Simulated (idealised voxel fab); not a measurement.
The process module presented herein is designated voxel self aligned contacts.
Cross-sectional view cut (width: 170 nm; square cell size: 5 nm).
Bands, listed from the top down, are how a cross-section gets written in this document; the cross-section itself is a grid of square cells, and a band is one or more rows of them.
Band: top height; bottom height; in nm. Then, left to right: material with width in nm, for each material. "full width": a single material spanning edge to edge. "empty": empty space.
All heights in this document are referenced to 0, defined as the level beneath which the wafer, as received, consists entirely of one material. The lowest band is not bounded below; it extends indefinitely downward and is written in the form "0..down".
Read "30->40" as a graded width: first number on top, second number at the bottom, same change between each pair of neighbouring rows.
Take "no change occurred" at face value: in the step it is given for, the cross-section changed in none of its cells.
"Sealed internal voids" means: voids of 8 cells or more that are shut off from the top with no open way through. Written width x height at distance, distance from the left edge, in nm.
On each step's line, the part that comes after the settings is the simulator's own comment on the step.
The line of a step may include "overlay nm". On a step with a mask, this value is how far to the right of its planned place the mask lay. A negative value means the mask lay to the left.
-- Process steps foreseen in the plan
1) RECEIVE: material Si
2) OXIDIZE: depth nm 5
3) DIRECTIONAL_DEP: material polySi, thk nm 20
4) DIRECTIONAL_DEP: material SiN, thk nm 15
5) DIRECTIONAL_DEP: material aC, thk nm 10
6) PATTERN: tone cover, mask id GATE, material resist, width nm 35, pitch nm 65, thk nm 25, overlay nm 0
7) DIRECTIONAL_ETCH: etch materials aC, depth nm 10
8) STRIP: etch materials resist
9) DIRECTIONAL_ETCH: etch materials SiN, depth nm 15
10) DIRECTIONAL_ETCH: etch materials polySi, depth nm 20
11) STRIP: etch materials aC
12) CONFORMAL_DEP: material SiN, thk nm 5
13) DIRECTIONAL_ETCH: etch materials SiN, depth nm 5
14) FILL_DEP: material SiO2, thk nm 15
15) CMP: height nm 40
16) DIRECTIONAL_DEP: material aC, thk nm 15
17) PATTERN: tone open, mask id CONTACT, material resist, width nm 50, thk nm 30, overlay nm 0
18) DIRECTIONAL_ETCH: etch materials aC, depth nm 15
19) STRIP: etch materials resist
20) DIRECTIONAL_ETCH: etch materials SiO2, depth nm 45
21) STRIP: etch materials aC
22) CONFORMAL_DEP: material TiN, thk nm 5
23) FILL_DEP: material W, thk nm 10
24) CMP: height nm 40
25) CONFORMAL_DEP: material SiCN, thk nm 5
-- Received-state cross-section, reflecting completion of step 1
> 0..down | Si full width
> Sealed internal voids: none
-- The plan above was carried out on the starting structure above with one mistake, and this cross-section shows the wafer at the end of the module
> 45..40 | SiCN full width
> 40..30 | 60 of SiO2 | 5->15 of TiN | 40->20 of W | 5->15 of TiN | 60 of SiO2
> 30..20 | 35 of SiO2 | 35 of SiN | 5 of TiN | 20 of W | 5 of TiN | 35 of SiN | 35 of SiO2
> 20..0 | 35 of SiO2 | 35 of polySi | 5 of TiN | 20 of W | 5 of TiN | 35 of polySi | 35 of SiO2
> 0..-5 | 70 of SiO2 | 30 of TiN | 70 of SiO2
> -5..down | Si full width
> Sealed internal voids: none
Which mistake was made when the wafer was run? execution of step 12 of the plan did not take place, the step having been omitted
